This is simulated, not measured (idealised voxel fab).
Name of the process module below: voxel self aligned vias
Each square cell in cross-section cut measures 5 nm, and the section as a whole is 285 nm wide.
Reading order for cross-sections: top band down to bottom band. Underlying form: a grid of square cells. Band size: one or more rows of cells. What a band's entry tells you: where the top is and where the bottom is, as heights in nm, and after that what lies inside, material by material from left to right, each with its width in nm. Empty space is written as the word "blank", and a single material marked with the word "throughout" occupies the band from edge to edge. Height reference: 0 = level under which incoming wafer is all one material. Lowest band: no bottom, runs on downward, e.g. "top 0, no bottom". When a width is written as two numbers, as in "30->40", the first number is the width in the top row of cells of the band and the second is the width in its bottom row, and the width changes by the same amount from each row to the next. A step reported as "identical to before" is a step in which no cell of the cross-section changed. "Encapsulated voids": sealed empty spaces, 8 cells or more, no open way to top, listed width x height at distance, with distance from the left edge and width, height and distance in nm. On a step's line, text after the settings is the simulator commenting on that step. Regarding "overlay nm": on a step with a mask, it is the distance the mask lay to the right of its planned place; a negative value places it to the left.
-- Set out below are the planned steps of the process
1 RECEIVE,material Si
2 CONFORMAL_DEP,material SiO2,thk nm 15
3 CONFORMAL_DEP,material SiCN,thk nm 5
4 DIRECTIONAL_DEP,material lowk,thk nm 30
5 PATTERN,tone open,mask id LINES,material resist,width nm 20,pitch nm 65,thk nm 15,overlay nm 0
6 DIRECTIONAL_ETCH,etch materials lowk,depth nm 30
7 STRIP,etch materials resist
8 CONFORMAL_DEP,material TiN,thk nm 5
9 FILL_DEP,material W,thk nm 5
10 CMP,height nm 50
11 SELECTIVE_ETCH,etch materials W Ru TiN,depth nm 5
12 FILL_DEP,material SiN,thk nm 5
13 CMP,height nm 50
14 DIRECTIONAL_DEP,material lowk,thk nm 15
15 MASKED_ETCH,tone open,mask id VIAS,width nm 40,etch materials lowk,depth nm 15,overlay nm 0
16 MASKED_ETCH,tone open,mask id VIAS,width nm 40,etch materials SiN,depth nm 5,overlay nm 0
17 CONFORMAL_DEP,material TiN,thk nm 5
18 FILL_DEP,material Cu,thk nm 5
19 CMP,height nm 65
20 CONFORMAL_DEP,material SiN,thk nm 5
-- Cross-section of the wafer upon arrival, representing the state reached after step 1
top 0, no bottom | Si throughout
Encapsulated voids: none
-- One mistake in running the module, otherwise start and plan as above: cross-section at the end
top 70, bottom 65 | SiN throughout
top 65, bottom 55 | lowk=90  TiN=5  Cu=30  TiN=5  lowk=155
top 55, bottom 50 | lowk=90  TiN=15  Cu=10  TiN=15  lowk=155
top 50, bottom 45 | lowk=100  TiN=20  lowk=45  SiN=20  lowk=100
top 45, bottom 40 | lowk=100  TiN=5  W=10  TiN=5  lowk=45  TiN=5  W=10  TiN=5  lowk=100
top 40, bottom 35 | lowk=100  TiN=20  lowk=45  TiN=20  lowk=100
top 35, bottom 30 | SiCN throughout
top 30, bottom 0 | SiO2 throughout
top 0, no bottom | Si throughout
Encapsulated voids: none
Deviation from plan: step 2, plan: ran twice
